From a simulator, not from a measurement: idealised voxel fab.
process module | voxel fin reveal
cross-section cut | 250 nm wide | cells 5 nm
A cross-section is a grid of square cells, given in bands from the top down. A band is one or more rows of cells.
Each band's line starts with the height of the band's top and of its bottom, in nm. Then come its materials from left to right, each with its width in nm. One material with "throughout" fills the band from edge to edge. "air" is empty space.
Height 0 is the level under which the wafer as received is all one material. The lowest band goes on downwards, as in "0 down".
A width such as "30 to 40" changes by the same amount from each row of cells to the next, from the band's top row to its bottom row.
"no change" after a step means that no cell of the cross-section changed.
closed voids: empty space of 8 cells or more with no open way to the top, each as width x height at its distance from the left edge, in nm
after a step's settings: what the simulator itself notes on the step
overlay nm, on a step with a mask: how far to the right of its planned place the mask lay; to the left if negative
plan
1 op RECEIVE | material Si
2 op CONFORMAL_DEP | material SiN | thk nm 10
3 op DIRECTIONAL_DEP | material aC | thk nm 10
4 op PATTERN | tone cover | mask id FINS | material resist | width nm 15 | pitch nm 40 | thk nm 30 | overlay nm 0
5 op DIRECTIONAL_ETCH | etch materials aC | depth nm 10
6 op STRIP | etch materials resist
7 op DIRECTIONAL_ETCH | etch materials SiN | depth nm 10
8 op DIRECTIONAL_ETCH | etch materials Si | depth nm 40
9 op STRIP | etch materials aC
10 op FILL_DEP | material SiO2 | thk nm 10
11 op CMP | height nm 10
12 op SELECTIVE_ETCH | etch materials SiO2 | depth nm 30
13 op STRIP | etch materials SiN
as received, after step 1
  0 down: Si throughout
  closed voids: none
a wafer at the end: this start, this plan, one mistake
  0 to -20: air 70 | Si 25 | air 15 | Si 25 | air 15 | Si 25 | air 75
  -20 to -40: SiO2 70 | Si 25 | SiO2 15 | Si 25 | SiO2 15 | Si 25 | SiO2 75
  -40 down: Si throughout
  closed voids: none
what went wrong: step 4 ran as: op PATTERN | tone cover | mask id FINS | material resist | width nm 25 | pitch nm 40 | thk nm 30 | overlay nm 0
